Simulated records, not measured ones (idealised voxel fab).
Module name: voxel ribs on slabs (process module)
Square cell edge 5 nm, section width 240 nm, ID cut.
Just so we're on the same page, the cross-sections are grids of square cells, and they're listed out in bands top to bottom, each band one or more rows deep.
Top, bottom (nm), then materials left to right with widths (nm); lone material tagged "all across" fills the whole band edge to edge; "blank" = empty space.
All heights in this document are referenced to 0, defined as the level beneath which the wafer, as received, consists entirely of one material. The lowest band is not bounded below; it extends indefinitely downward and is written in the form "0 -> down".
Top row gets the first number, bottom row gets the second, and each row in between changes by the same step: that is how a band width like "30..40" works.
It should be understood that the words "left unchanged", when stated for a given step, signify that the cross-section underwent no change in any of its cells during that step.
Closed empty spaces (no open way to the top) of 8 cells or more are what "Closed voids list" lists, each as width x height at distance from the left edge, nm for all three.
Formally, on a step line, whatever follows the settings is a remark that the simulator itself makes on the step.
"overlay nm" on a masked step: distance the mask lay right of its planned place, negative for left.
Each pair below shows a cross-section before one step and the cross-section after it, down to the lowest band that changed. The line under each pair gives the step between them, with its settings. The pairs can come from different runs of this module on the same starting wafer, so a pair continues from the pair above only where its "Pre-process" says so.

Pre-process:
- 0 -> down = Si all across
- Closed voids list: none

Result of Step:
- 30 -> 0 = SiO2 all across
- Under 0: no change, same as before.
- Closed voids list: none
The two cross-sections above are separated by a single process step, namely DIRECTIONAL_DEP (material SiO2; thk nm 30)

Pre-process: Reference is made to the cross-section shown after the step in the pair directly above, which represents the state prior to this step.

Result of Step:
- 55 -> 30 = SiN all across
- Under 30: no change, same as before.
- Closed voids list: none
The two cross-sections above are separated by a single process step, namely DIRECTIONAL_DEP (material SiN; thk nm 25)

Pre-process: Reference is made to the cross-section shown after the step in the pair directly above, which represents the state prior to this step.

Result of Step:
- 65 -> 55 = aC all across
- Under 55: no change, same as before.
- Closed voids list: none
The two cross-sections above are separated by a single process step, namely DIRECTIONAL_DEP (material aC; thk nm 10)

Pre-process: Reference is made to the cross-section shown after the step in the pair directly above, which represents the state prior to this step.

Result of Step:
- 90 -> 65 = 110 blank; 15 resist; 115 blank
- Under 65: no change, same as before.
- Closed voids list: none
The two cross-sections above are separated by a single process step, namely PATTERN (tone cover; mask id RIB; material resist; width nm 15; thk nm 25; overlay nm 0)

Pre-process: Reference is made to the cross-section shown after the step in the pair directly above, which represents the state prior to this step.

Result of Step:
- 80 -> 65 = 110 blank; 15 resist; 115 blank
- 65 -> 55 = 110 blank; 15 aC; 115 blank
- Under 55: no change, same as before.
- Closed voids list: none
The two cross-sections above are separated by a single process step, namely DIRECTIONAL_ETCH (etch materials aC; depth nm 10)

Pre-process: Reference is made to the cross-section shown after the step in the pair directly above, which represents the state prior to this step.

Result of Step:
- 65 -> 55 = 110 blank; 15 aC; 115 blank
- Under 55: no change, same as before.
- Closed voids list: none
The two cross-sections above are separated by a single process step, namely STRIP (etch materials resist)

Pre-process: Reference is made to the cross-section shown after the step in the pair directly above, which represents the state prior to this step.

Result of Step:
- 65 -> 55 = 110 blank; 15 aC; 115 blank
- 55 -> 40 = 110 blank; 15 SiN; 115 blank
- Under 40: no change, same as before.
- Closed voids list: none
The two cross-sections above are separated by a single process step, namely DIRECTIONAL_ETCH (etch materials SiN; depth nm 15)

Pre-process: Reference is made to the cross-section shown after the step in the pair directly above, which represents the state prior to this step.

Result of Step:
- 55 -> 40 = 110 blank; 15 SiN; 115 blank
- Under 40: no change, same as before.
- Closed voids list: none
The two cross-sections above are separated by a single process step, namely STRIP (etch materials aC)

Pre-process: Reference is made to the cross-section shown after the step in the pair directly above, which represents the state prior to this step.

Result of Step:
- 70 -> 55 = 110 blank; 15 aC; 115 blank
- 55 -> 40 = 110 aC; 15 SiN; 115 aC
- Under 40: no change, same as before.
- Closed voids list: none
The two cross-sections above are separated by a single process step, namely DIRECTIONAL_DEP (material aC; thk nm 15)

Pre-process: Reference is made to the cross-section shown after the step in the pair directly above, which represents the state prior to this step.

Result of Step:
- 105 -> 70 = 95 blank; 45 resist; 100 blank
- 70 -> 55 = 95 blank; 15 resist; 15 aC; 15 resist; 100 blank
- Under 55: no change, same as before.
- Closed voids list: none
The two cross-sections above are separated by a single process step, namely PATTERN (tone cover; mask id SLAB; material resist; width nm 45; thk nm 35; overlay nm 0)

Pre-process: Reference is made to the cross-section shown after the step in the pair directly above, which represents the state prior to this step.

Result of Step:
- 90 -> 70 = 95 blank; 45 resist; 100 blank
- 70 -> 55 = 95 blank; 15 resist; 15 aC; 15 resist; 100 blank
- 55 -> 40 = 95 blank; 15 aC; 15 SiN; 15 aC; 100 blank
- Under 40: no change, same as before.
- Closed voids list: none
The two cross-sections above are separated by a single process step, namely DIRECTIONAL_ETCH (etch materials aC; depth nm 15)

Pre-process: Reference is made to the cross-section shown after the step in the pair directly above, which represents the state prior to this step.

Result of Step:
- 70 -> 55 = 110 blank; 15 aC; 115 blank
- Under 55: no change, same as before.
- Closed voids list: none
The two cross-sections above are separated by a single process step, namely STRIP (etch materials resist)

Pre-process: Reference is made to the cross-section shown after the step in the pair directly above, which represents the state prior to this step.

Result of Step:
- 70 -> 55 = 110 blank; 15 aC; 115 blank
- 55 -> 40 = 95 blank; 15 aC; 15 SiN; 15 aC; 100 blank
- 40 -> 30 = 95 blank; 45 SiN; 100 blank
- Under 30: no change, same as before.
- Closed voids list: none
The two cross-sections above are separated by a single process step, namely DIRECTIONAL_ETCH (etch materials SiN; depth nm 10)

Pre-process: Reference is made to the cross-section shown after the step in the pair directly above, which represents the state prior to this step.

Result of Step:
- 55 -> 40 = 110 blank; 15 SiN; 115 blank
- Under 40: no change, same as before.
- Closed voids list: none
The two cross-sections above are separated by a single process step, namely STRIP (etch materials aC)

Pre-process: Reference is made to the cross-section shown after the step in the pair directly above, which represents the state prior to this step.

Result of Step:
- 75 -> 55 = SiO2 all across
- 55 -> 40 = 110 SiO2; 15 SiN; 115 SiO2
- 40 -> 30 = 95 SiO2; 45 SiN; 100 SiO2
- Under 30: no change, same as before.
- Closed voids list: none
The two cross-sections above are separated by a single process step, namely FILL_DEP (material SiO2; thk nm 20)

Pre-process: Reference is made to the cross-section shown after the step in the pair directly above, which represents the state prior to this step.

Result of Step:
- 65 -> 55 = SiO2 all across
- Under 55: no change, same as before.
- Closed voids list: none
The two cross-sections above are separated by a single process step, namely CMP (height nm 65)

Pre-process: Reference is made to the cross-section shown after the step in the pair directly above, which represents the state prior to this step.

Result of Step:
- 75 -> 65 = W all across
- Under 65: no change, same as before.
- Closed voids list: none
The two cross-sections above are separated by a single process step, namely DIRECTIONAL_DEP (material W; thk nm 10)

Pre-process: Reference is made to the cross-section shown after the step in the pair directly above, which represents the state prior to this step.

Result of Step:
- 90 -> 75 = aC all across
- Under 75: no change, same as before.
- Closed voids list: none
The two cross-sections above are separated by a single process step, namely DIRECTIONAL_DEP (material aC; thk nm 15)

Pre-process: Reference is made to the cross-section shown after the step in the pair directly above, which represents the state prior to this step.

Result of Step:
- 120 -> 90 = 105 blank; 25 resist; 110 blank
- Under 90: no change, same as before.
- Closed voids list: none
The two cross-sections above are separated by a single process step, namely PATTERN (tone cover; mask id HEATER; material resist; width nm 25; thk nm 30; overlay nm 0)

Pre-process: Reference is made to the cross-section shown after the step in the pair directly above, which represents the state prior to this step.

Result of Step:
- 105 -> 90 = 105 blank; 25 resist; 110 blank
- 90 -> 75 = 105 blank; 25 aC; 110 blank
- Under 75: no change, same as before.
- Closed voids list: none
The two cross-sections above are separated by a single process step, namely DIRECTIONAL_ETCH (etch materials aC; depth nm 15)

Pre-process: Reference is made to the cross-section shown after the step in the pair directly above, which represents the state prior to this step.

Result of Step:
- 90 -> 75 = 105 blank; 25 aC; 110 blank
- Under 75: no change, same as before.
- Closed voids list: none
The two cross-sections above are separated by a single process step, namely STRIP (etch materials resist)

Pre-process: Reference is made to the cross-section shown after the step in the pair directly above, which represents the state prior to this step.

Result of Step:
- 90 -> 75 = 105 blank; 25 aC; 110 blank
- 75 -> 65 = 105 blank; 25 W; 110 blank
- Under 65: no change, same as before.
- Closed voids list: none
The two cross-sections above are separated by a single process step, namely DIRECTIONAL_ETCH (etch materials W; depth nm 10)

Pre-process: Reference is made to the cross-section shown after the step in the pair directly above, which represents the state prior to this step.

Result of Step:
- 75 -> 65 = 105 blank; 25 W; 110 blank
- Under 65: no change, same as before.
- Closed voids list: none
The two cross-sections above are separated by a single process step, namely STRIP (etch materials aC)

Pre-process: Reference is made to the cross-section shown after the step in the pair directly above, which represents the state prior to this step.

Result of Step:
- 80 -> 75 = 100 blank; 35 SiN; 105 blank
- 75 -> 70 = 100 blank; 5 SiN; 25 W; 5 SiN; 105 blank
- 70 -> 65 = 105 SiN; 25 W; 110 SiN
- Under 65: no change, same as before.
- Closed voids list: none
The two cross-sections above are separated by a single process step, namely CONFORMAL_DEP (material SiN; thk nm 5)

Pre-process:
- 30 -> 0 = SiO2 all across
- 0 -> down = Si all across
- Closed voids list: none

Result of Step:
- 60 -> 0 = SiO2 all across
- Under 0: no change, same as before.
- Closed voids list: none
The two cross-sections above are separated by a single process step, namely DIRECTIONAL_DEP (material SiO2; thk nm 30)

Pre-process: Reference is made to the cross-section shown after the step in the pair directly above, which represents the state prior to this step.

Result of Step:
- 85 -> 60 = SiN all across
- Under 60: no change, same as before.
- Closed voids list: none
The two cross-sections above are separated by a single process step, namely DIRECTIONAL_DEP (material SiN; thk nm 25)

Pre-process: Reference is made to the cross-section shown after the step in the pair directly above, which represents the state prior to this step.

Result of Step:
- 95 -> 85 = aC all across
- Under 85: no change, same as before.
- Closed voids list: none
The two cross-sections above are separated by a single process step, namely DIRECTIONAL_DEP (material aC; thk nm 10)

Pre-process: Reference is made to the cross-section shown after the step in the pair directly above, which represents the state prior to this step.

Result of Step:
- 120 -> 95 = 110 blank; 15 resist; 115 blank
- Under 95: no change, same as before.
- Closed voids list: none
The two cross-sections above are separated by a single process step, namely PATTERN (tone cover; mask id RIB; material resist; width nm 15; thk nm 25; overlay nm 0)

Pre-process: Reference is made to the cross-section shown after the step in the pair directly above, which represents the state prior to this step.

Result of Step:
- 110 -> 95 = 110 blank; 15 resist; 115 blank
- 95 -> 85 = 110 blank; 15 aC; 115 blank
- Under 85: no change, same as before.
- Closed voids list: none
The two cross-sections above are separated by a single process step, namely DIRECTIONAL_ETCH (etch materials aC; depth nm 10)

Pre-process: Reference is made to the cross-section shown after the step in the pair directly above, which represents the state prior to this step.

Result of Step:
- 95 -> 85 = 110 blank; 15 aC; 115 blank
- Under 85: no change, same as before.
- Closed voids list: none
The two cross-sections above are separated by a single process step, namely STRIP (etch materials resist)

Pre-process: Reference is made to the cross-section shown after the step in the pair directly above, which represents the state prior to this step.

Result of Step:
- 95 -> 85 = 110 blank; 15 aC; 115 blank
- 85 -> 70 = 110 blank; 15 SiN; 115 blank
- Under 70: no change, same as before.
- Closed voids list: none
The two cross-sections above are separated by a single process step, namely DIRECTIONAL_ETCH (etch materials SiN; depth nm 15)

Pre-process: Reference is made to the cross-section shown after the step in the pair directly above, which represents the state prior to this step.

Result of Step:
- 85 -> 70 = 110 blank; 15 SiN; 115 blank
- Under 70: no change, same as before.
- Closed voids list: none
The two cross-sections above are separated by a single process step, namely STRIP (etch materials aC)

Pre-process: Reference is made to the cross-section shown after the step in the pair directly above, which represents the state prior to this step.

Result of Step:
- 100 -> 85 = 110 blank; 15 aC; 115 blank
- 85 -> 70 = 110 aC; 15 SiN; 115 aC
- Under 70: no change, same as before.
- Closed voids list: none
The two cross-sections above are separated by a single process step, namely DIRECTIONAL_DEP (material aC; thk nm 15)

Pre-process: Reference is made to the cross-section shown after the step in the pair directly above, which represents the state prior to this step.

Result of Step:
- 135 -> 100 = 95 blank; 45 resist; 100 blank
- 100 -> 85 = 95 blank; 15 resist; 15 aC; 15 resist; 100 blank
- Under 85: no change, same as before.
- Closed voids list: none
The two cross-sections above are separated by a single process step, namely PATTERN (tone cover; mask id SLAB; material resist; width nm 45; thk nm 35; overlay nm 0)

Pre-process: Reference is made to the cross-section shown after the step in the pair directly above, which represents the state prior to this step.

Result of Step:
- 120 -> 100 = 95 blank; 45 resist; 100 blank
- 100 -> 85 = 95 blank; 15 resist; 15 aC; 15 resist; 100 blank
- 85 -> 70 = 95 blank; 15 aC; 15 SiN; 15 aC; 100 blank
- Under 70: no change, same as before.
- Closed voids list: none
The two cross-sections above are separated by a single process step, namely DIRECTIONAL_ETCH (etch materials aC; depth nm 15)

Pre-process: Reference is made to the cross-section shown after the step in the pair directly above, which represents the state prior to this step.

Result of Step:
- 100 -> 85 = 110 blank; 15 aC; 115 blank
- Under 85: no change, same as before.
- Closed voids list: none
The two cross-sections above are separated by a single process step, namely STRIP (etch materials resist)

Pre-process: Reference is made to the cross-section shown after the step in the pair directly above, which represents the state prior to this step.

Result of Step:
- 100 -> 85 = 110 blank; 15 aC; 115 blank
- 85 -> 70 = 95 blank; 15 aC; 15 SiN; 15 aC; 100 blank
- 70 -> 60 = 95 blank; 45 SiN; 100 blank
- Under 60: no change, same as before.
- Closed voids list: none
The two cross-sections above are separated by a single process step, namely DIRECTIONAL_ETCH (etch materials SiN; depth nm 10)

Pre-process: Reference is made to the cross-section shown after the step in the pair directly above, which represents the state prior to this step.

Result of Step:
- 85 -> 70 = 110 blank; 15 SiN; 115 blank
- Under 70: no change, same as before.
- Closed voids list: none
The two cross-sections above are separated by a single process step, namely STRIP (etch materials aC)

Pre-process: Reference is made to the cross-section shown after the step in the pair directly above, which represents the state prior to this step.

Result of Step:
- 105 -> 85 = SiO2 all across
- 85 -> 70 = 110 SiO2; 15 SiN; 115 SiO2
- 70 -> 60 = 95 SiO2; 45 SiN; 100 SiO2
- Under 60: no change, same as before.
- Closed voids list: none
The two cross-sections above are separated by a single process step, namely FILL_DEP (material SiO2; thk nm 20)

Pre-process: Reference is made to the cross-section shown after the step in the pair directly above, which represents the state prior to this step.

Result of Step:
- 65 -> 60 = 95 SiO2; 45 SiN; 100 SiO2
- Under 60: no change, same as before.
- Closed voids list: none
The two cross-sections above are separated by a single process step, namely CMP (height nm 65)

Pre-process: Reference is made to the cross-section shown after the step in the pair directly above, which represents the state prior to this step.

Result of Step:
- 75 -> 65 = W all across
- Under 65: no change, same as before.
- Closed voids list: none
The two cross-sections above are separated by a single process step, namely DIRECTIONAL_DEP (material W; thk nm 10)

Pre-process: Reference is made to the cross-section shown after the step in the pair directly above, which represents the state prior to this step.

Result of Step:
- 90 -> 75 = aC all across
- Under 75: no change, same as before.
- Closed voids list: none
The two cross-sections above are separated by a single process step, namely DIRECTIONAL_DEP (material aC; thk nm 15)

Pre-process: Reference is made to the cross-section shown after the step in the pair directly above, which represents the state prior to this step.

Result of Step:
- 120 -> 90 = 105 blank; 25 resist; 110 blank
- Under 90: no change, same as before.
- Closed voids list: none
The two cross-sections above are separated by a single process step, namely PATTERN (tone cover; mask id HEATER; material resist; width nm 25; thk nm 30; overlay nm 0)

Pre-process: Reference is made to the cross-section shown after the step in the pair directly above, which represents the state prior to this step.

Result of Step:
- 105 -> 90 = 105 blank; 25 resist; 110 blank
- 90 -> 75 = 105 blank; 25 aC; 110 blank
- Under 75: no change, same as before.
- Closed voids list: none
The two cross-sections above are separated by a single process step, namely DIRECTIONAL_ETCH (etch materials aC; depth nm 15)

Pre-process: Reference is made to the cross-section shown after the step in the pair directly above, which represents the state prior to this step.

Result of Step:
- 90 -> 75 = 105 blank; 25 aC; 110 blank
- Under 75: no change, same as before.
- Closed voids list: none
The two cross-sections above are separated by a single process step, namely STRIP (etch materials resist)

Pre-process: Reference is made to the cross-section shown after the step in the pair directly above, which represents the state prior to this step.

Result of Step:
- 90 -> 75 = 105 blank; 25 aC; 110 blank
- 75 -> 65 = 105 blank; 25 W; 110 blank
- Under 65: no change, same as before.
- Closed voids list: none
The two cross-sections above are separated by a single process step, namely DIRECTIONAL_ETCH (etch materials W; depth nm 10)

Pre-process: Reference is made to the cross-section shown after the step in the pair directly above, which represents the state prior to this step.

Result of Step:
- 75 -> 65 = 105 blank; 25 W; 110 blank
- Under 65: no change, same as before.
- Closed voids list: none
The two cross-sections above are separated by a single process step, namely STRIP (etch materials aC)

Pre-process: Reference is made to the cross-section shown after the step in the pair directly above, which represents the state prior to this step.

Result of Step:
- 80 -> 75 = 100 blank; 35 SiN; 105 blank
- 75 -> 70 = 100 blank; 5 SiN; 25 W; 5 SiN; 105 blank
- 70 -> 65 = 105 SiN; 25 W; 110 SiN
- Under 65: no change, same as before.
- Closed voids list: none
The two cross-sections above are separated by a single process step, namely CONFORMAL_DEP (material SiN; thk nm 5)

Pre-process:
- 0 -> down = Si all across
- Closed voids list: none

Result of Step:
- 25 -> 0 = SiN all across
- Under 0: no change, same as before.
- Closed voids list: none
The two cross-sections above are separated by a single process step, namely DIRECTIONAL_DEP (material SiN; thk nm 25)

Pre-process: Reference is made to the cross-section shown after the step in the pair directly above, which represents the state prior to this step.

Result of Step:
- 55 -> 25 = SiO2 all across
- Under 25: no change, same as before.
- Closed voids list: none
The two cross-sections above are separated by a single process step, namely DIRECTIONAL_DEP (material SiO2; thk nm 30)

Pre-process: Reference is made to the cross-section shown after the step in the pair directly above, which represents the state prior to this step.

Result of Step:
- 65 -> 55 = aC all across
- Under 55: no change, same as before.
- Closed voids list: none
The two cross-sections above are separated by a single process step, namely DIRECTIONAL_DEP (material aC; thk nm 10)

Pre-process: Reference is made to the cross-section shown after the step in the pair directly above, which represents the state prior to this step.

Result of Step:
- 90 -> 65 = 110 blank; 15 resist; 115 blank
- Under 65: no change, same as before.
- Closed voids list: none
The two cross-sections above are separated by a single process step, namely PATTERN (tone cover; mask id RIB; material resist; width nm 15; thk nm 25; overlay nm 0)

Pre-process: Reference is made to the cross-section shown after the step in the pair directly above, which represents the state prior to this step.

Result of Step:
- 80 -> 65 = 110 blank; 15 resist; 115 blank
- 65 -> 55 = 110 blank; 15 aC; 115 blank
- Under 55: no change, same as before.
- Closed voids list: none
The two cross-sections above are separated by a single process step, namely DIRECTIONAL_ETCH (etch materials aC; depth nm 10)

Pre-process: Reference is made to the cross-section shown after the step in the pair directly above, which represents the state prior to this step.

Result of Step:
- 65 -> 55 = 110 blank; 15 aC; 115 blank
- Under 55: no change, same as before.
- Closed voids list: none
The two cross-sections above are separated by a single process step, namely STRIP (etch materials resist)

Pre-process: Reference is made to the cross-section shown after the step in the pair directly above, which represents the state prior to this step.

Result of Step:
- 55 -> 25 = SiO2 all across
- Under 25: no change, same as before.
- Closed voids list: none
The two cross-sections above are separated by a single process step, namely STRIP (etch materials aC)

Pre-process: Reference is made to the cross-section shown after the step in the pair directly above, which represents the state prior to this step.

Result of Step:
- 70 -> 55 = aC all across
- Under 55: no change, same as before.
- Closed voids list: none
The two cross-sections above are separated by a single process step, namely DIRECTIONAL_DEP (material aC; thk nm 15)

Pre-process: Reference is made to the cross-section shown after the step in the pair directly above, which represents the state prior to this step.

Result of Step:
- 105 -> 70 = 95 blank; 45 resist; 100 blank
- Under 70: no change, same as before.
- Closed voids list: none
The two cross-sections above are separated by a single process step, namely PATTERN (tone cover; mask id SLAB; material resist; width nm 45; thk nm 35; overlay nm 0)

Pre-process: Reference is made to the cross-section shown after the step in the pair directly above, which represents the state prior to this step.

Result of Step:
- 90 -> 70 = 95 blank; 45 resist; 100 blank
- 70 -> 55 = 95 blank; 45 aC; 100 blank
- Under 55: no change, same as before.
- Closed voids list: none
The two cross-sections above are separated by a single process step, namely DIRECTIONAL_ETCH (etch materials aC; depth nm 15)

Pre-process: Reference is made to the cross-section shown after the step in the pair directly above, which represents the state prior to this step.

Result of Step:
- 70 -> 55 = 95 blank; 45 aC; 100 blank
- Under 55: no change, same as before.
- Closed voids list: none
The two cross-sections above are separated by a single process step, namely STRIP (etch materials resist)

Pre-process: Reference is made to the cross-section shown after the step in the pair directly above, which represents the state prior to this step.

Result of Step:
- 55 -> 25 = SiO2 all across
- Under 25: no change, same as before.
- Closed voids list: none
The two cross-sections above are separated by a single process step, namely STRIP (etch materials aC)

Pre-process: Reference is made to the cross-section shown after the step in the pair directly above, which represents the state prior to this step.

Result of Step:
- 75 -> 25 = SiO2 all across
- Under 25: no change, same as before.
- Closed voids list: none
The two cross-sections above are separated by a single process step, namely FILL_DEP (material SiO2; thk nm 20)

Pre-process: Reference is made to the cross-section shown after the step in the pair directly above, which represents the state prior to this step.

Result of Step:
- 65 -> 25 = SiO2 all across
- Under 25: no change, same as before.
- Closed voids list: none
The two cross-sections above are separated by a single process step, namely CMP (height nm 65)

Pre-process: Reference is made to the cross-section shown after the step in the pair directly above, which represents the state prior to this step.

Result of Step:
- 75 -> 65 = W all across
- Under 65: no change, same as before.
- Closed voids list: none
The two cross-sections above are separated by a single process step, namely DIRECTIONAL_DEP (material W; thk nm 10)

Pre-process: Reference is made to the cross-section shown after the step in the pair directly above, which represents the state prior to this step.

Result of Step:
- 90 -> 75 = aC all across
- Under 75: no change, same as before.
- Closed voids list: none
The two cross-sections above are separated by a single process step, namely DIRECTIONAL_DEP (material aC; thk nm 15)

Pre-process: Reference is made to the cross-section shown after the step in the pair directly above, which represents the state prior to this step.

Result of Step:
- 120 -> 90 = 105 blank; 25 resist; 110 blank
- Under 90: no change, same as before.
- Closed voids list: none
The two cross-sections above are separated by a single process step, namely PATTERN (tone cover; mask id HEATER; material resist; width nm 25; thk nm 30; overlay nm 0)

Pre-process: Reference is made to the cross-section shown after the step in the pair directly above, which represents the state prior to this step.

Result of Step:
- 105 -> 90 = 105 blank; 25 resist; 110 blank
- 90 -> 75 = 105 blank; 25 aC; 110 blank
- Under 75: no change, same as before.
- Closed voids list: none
The two cross-sections above are separated by a single process step, namely DIRECTIONAL_ETCH (etch materials aC; depth nm 15)

Pre-process: Reference is made to the cross-section shown after the step in the pair directly above, which represents the state prior to this step.

Result of Step:
- 90 -> 75 = 105 blank; 25 aC; 110 blank
- Under 75: no change, same as before.
- Closed voids list: none
The two cross-sections above are separated by a single process step, namely STRIP (etch materials resist)

Pre-process: Reference is made to the cross-section shown after the step in the pair directly above, which represents the state prior to this step.

Result of Step:
- 90 -> 75 = 105 blank; 25 aC; 110 blank
- 75 -> 65 = 105 blank; 25 W; 110 blank
- Under 65: no change, same as before.
- Closed voids list: none
The two cross-sections above are separated by a single process step, namely DIRECTIONAL_ETCH (etch materials W; depth nm 10)

Pre-process: Reference is made to the cross-section shown after the step in the pair directly above, which represents the state prior to this step.

Result of Step:
- 75 -> 65 = 105 blank; 25 W; 110 blank
- Under 65: no change, same as before.
- Closed voids list: none
The two cross-sections above are separated by a single process step, namely STRIP (etch materials aC)

Pre-process: Reference is made to the cross-section shown after the step in the pair directly above, which represents the state prior to this step.

Result of Step:
- 80 -> 75 = 100 blank; 35 SiN; 105 blank
- 75 -> 70 = 100 blank; 5 SiN; 25 W; 5 SiN; 105 blank
- 70 -> 65 = 105 SiN; 25 W; 110 SiN
- Under 65: no change, same as before.
- Closed voids list: none
The two cross-sections above are separated by a single process step, namely CONFORMAL_DEP (material SiN; thk nm 5)

Pre-process:
- 65 -> 55 = SiO2 all across
- 55 -> 40 = 110 SiO2; 15 SiN; 115 SiO2
- 40 -> 30 = 95 SiO2; 45 SiN; 100 SiO2
- 30 -> 0 = SiO2 all across
- 0 -> down = Si all across
- Closed voids list: none

Result of Step:
- 70 -> 65 = W all across
- Under 65: no change, same as before.
- Closed voids list: none
The two cross-sections above are separated by a single process step, namely DIRECTIONAL_DEP (material W; thk nm 5)

Pre-process: Reference is made to the cross-section shown after the step in the pair directly above, which represents the state prior to this step.

Result of Step:
- 85 -> 70 = aC all across
- Under 70: no change, same as before.
- Closed voids list: none
The two cross-sections above are separated by a single process step, namely DIRECTIONAL_DEP (material aC; thk nm 15)

Pre-process: Reference is made to the cross-section shown after the step in the pair directly above, which represents the state prior to this step.

Result of Step:
- 115 -> 85 = 105 blank; 25 resist; 110 blank
- Under 85: no change, same as before.
- Closed voids list: none
The two cross-sections above are separated by a single process step, namely PATTERN (tone cover; mask id HEATER; material resist; width nm 25; thk nm 30; overlay nm 0)

Pre-process: Reference is made to the cross-section shown after the step in the pair directly above, which represents the state prior to this step.

Result of Step:
- 100 -> 85 = 105 blank; 25 resist; 110 blank
- 85 -> 70 = 105 blank; 25 aC; 110 blank
- Under 70: no change, same as before.
- Closed voids list: none
The two cross-sections above are separated by a single process step, namely DIRECTIONAL_ETCH (etch materials aC; depth nm 15)

Pre-process: Reference is made to the cross-section shown after the step in the pair directly above, which represents the state prior to this step.

Result of Step:
- 85 -> 70 = 105 blank; 25 aC; 110 blank
- Under 70: no change, same as before.
- Closed voids list: none
The two cross-sections above are separated by a single process step, namely STRIP (etch materials resist)

Pre-process: Reference is made to the cross-section shown after the step in the pair directly above, which represents the state prior to this step.

Result of Step:
- 85 -> 70 = 105 blank; 25 aC; 110 blank
- 70 -> 65 = 105 blank; 25 W; 110 blank
- Under 65: no change, same as before.
- Closed voids list: none
The two cross-sections above are separated by a single process step, namely DIRECTIONAL_ETCH (etch materials W; depth nm 10)

Pre-process: Reference is made to the cross-section shown after the step in the pair directly above, which represents the state prior to this step.

Result of Step:
- 70 -> 65 = 105 blank; 25 W; 110 blank
- Under 65: no change, same as before.
- Closed voids list: none
The two cross-sections above are separated by a single process step, namely STRIP (etch materials aC)

Pre-process: Reference is made to the cross-section shown after the step in the pair directly above, which represents the state prior to this step.

Result of Step:
- 75 -> 70 = 100 blank; 35 SiN; 105 blank
- 70 -> 65 = 105 SiN; 25 W; 110 SiN
- Under 65: no change, same as before.
- Closed voids list: none
The two cross-sections above are separated by a single process step, namely CONFORMAL_DEP (material SiN; thk nm 5)

Pre-process:
- 90 -> 75 = aC all across
- 75 -> 65 = W all across
- 65 -> 55 = SiO2 all across
- 55 -> 40 = 110 SiO2; 15 SiN; 115 SiO2
- 40 -> 30 = 95 SiO2; 45 SiN; 100 SiO2
- 30 -> 0 = SiO2 all across
- 0 -> down = Si all across
- Closed voids list: none

Result of Step:
- 120 -> 90 = 110 blank; 20 resist; 110 blank
- Under 90: no change, same as before.
- Closed voids list: none
The two cross-sections above are separated by a single process step, namely PATTERN (tone cover; mask id HEATER; material resist; width nm 20; thk nm 30; overlay nm 0)

Pre-process: Reference is made to the cross-section shown after the step in the pair directly above, which represents the state prior to this step.

Result of Step:
- 105 -> 90 = 110 blank; 20 resist; 110 blank
- 90 -> 75 = 110 blank; 20 aC; 110 blank
- Under 75: no change, same as before.
- Closed voids list: none
The two cross-sections above are separated by a single process step, namely DIRECTIONAL_ETCH (etch materials aC; depth nm 15)

Pre-process: Reference is made to the cross-section shown after the step in the pair directly above, which represents the state prior to this step.

Result of Step:
- 90 -> 75 = 110 blank; 20 aC; 110 blank
- Under 75: no change, same as before.
- Closed voids list: none
The two cross-sections above are separated by a single process step, namely STRIP (etch materials resist)

Pre-process: Reference is made to the cross-section shown after the step in the pair directly above, which represents the state prior to this step.

Result of Step:
- 90 -> 75 = 110 blank; 20 aC; 110 blank
- 75 -> 65 = 110 blank; 20 W; 110 blank
- Under 65: no change, same as before.
- Closed voids list: none
The two cross-sections above are separated by a single process step, namely DIRECTIONAL_ETCH (etch materials W; depth nm 10)

Pre-process: Reference is made to the cross-section shown after the step in the pair directly above, which represents the state prior to this step.

Result of Step:
- 75 -> 65 = 110 blank; 20 W; 110 blank
- Under 65: no change, same as before.
- Closed voids list: none
The two cross-sections above are separated by a single process step, namely STRIP (etch materials aC)

Pre-process: Reference is made to the cross-section shown after the step in the pair directly above, which represents the state prior to this step.

Result of Step:
- 80 -> 75 = 105 blank; 30 SiN; 105 blank
- 75 -> 70 = 105 blank; 5 SiN; 20 W; 5 SiN; 105 blank
- 70 -> 65 = 110 SiN; 20 W; 110 SiN
- Under 65: no change, same as before.
- Closed voids list: none
The two cross-sections above are separated by a single process step, namely CONFORMAL_DEP (material SiN; thk nm 5)

Pre-process:
- 70 -> 55 = 110 blank; 15 aC; 115 blank
- 55 -> 40 = 110 aC; 15 SiN; 115 aC
- 40 -> 30 = SiN all across
- 30 -> 0 = SiO2 all across
- 0 -> down = Si all across
- Closed voids list: none

Result of Step:
- 105 -> 70 = 100 blank; 45 resist; 95 blank
- 70 -> 55 = 100 blank; 10 resist; 15 aC; 20 resist; 95 blank
- Under 55: no change, same as before.
- Closed voids list: none
The two cross-sections above are separated by a single process step, namely PATTERN (tone cover; mask id SLAB; material resist; width nm 45; thk nm 35; overlay nm 5)

Pre-process: Reference is made to the cross-section shown after the step in the pair directly above, which represents the state prior to this step.

Result of Step:
- 90 -> 70 = 100 blank; 45 resist; 95 blank
- 70 -> 55 = 100 blank; 10 resist; 15 aC; 20 resist; 95 blank
- 55 -> 40 = 100 blank; 10 aC; 15 SiN; 20 aC; 95 blank
- Under 40: no change, same as before.
- Closed voids list: none
The two cross-sections above are separated by a single process step, namely DIRECTIONAL_ETCH (etch materials aC; depth nm 15)

Pre-process: Reference is made to the cross-section shown after the step in the pair directly above, which represents the state prior to this step.

Result of Step:
- 70 -> 55 = 110 blank; 15 aC; 115 blank
- Under 55: no change, same as before.
- Closed voids list: none
The two cross-sections above are separated by a single process step, namely STRIP (etch materials resist)

Pre-process: Reference is made to the cross-section shown after the step in the pair directly above, which represents the state prior to this step.

Result of Step:
- 70 -> 55 = 110 blank; 15 aC; 115 blank
- 55 -> 40 = 100 blank; 10 aC; 15 SiN; 20 aC; 95 blank
- 40 -> 30 = 100 blank; 45 SiN; 95 blank
- Under 30: no change, same as before.
- Closed voids list: none
The two cross-sections above are separated by a single process step, namely DIRECTIONAL_ETCH (etch materials SiN; depth nm 10)

Pre-process: Reference is made to the cross-section shown after the step in the pair directly above, which represents the state prior to this step.

Result of Step:
- 55 -> 40 = 110 blank; 15 SiN; 115 blank
- Under 40: no change, same as before.
- Closed voids list: none
The two cross-sections above are separated by a single process step, namely STRIP (etch materials aC)

Pre-process: Reference is made to the cross-section shown after the step in the pair directly above, which represents the state prior to this step.

Result of Step:
- 75 -> 55 = SiO2 all across
- 55 -> 40 = 110 SiO2; 15 SiN; 115 SiO2
- 40 -> 30 = 100 SiO2; 45 SiN; 95 SiO2
- Under 30: no change, same as before.
- Closed voids list: none
The two cross-sections above are separated by a single process step, namely FILL_DEP (material SiO2; thk nm 20)
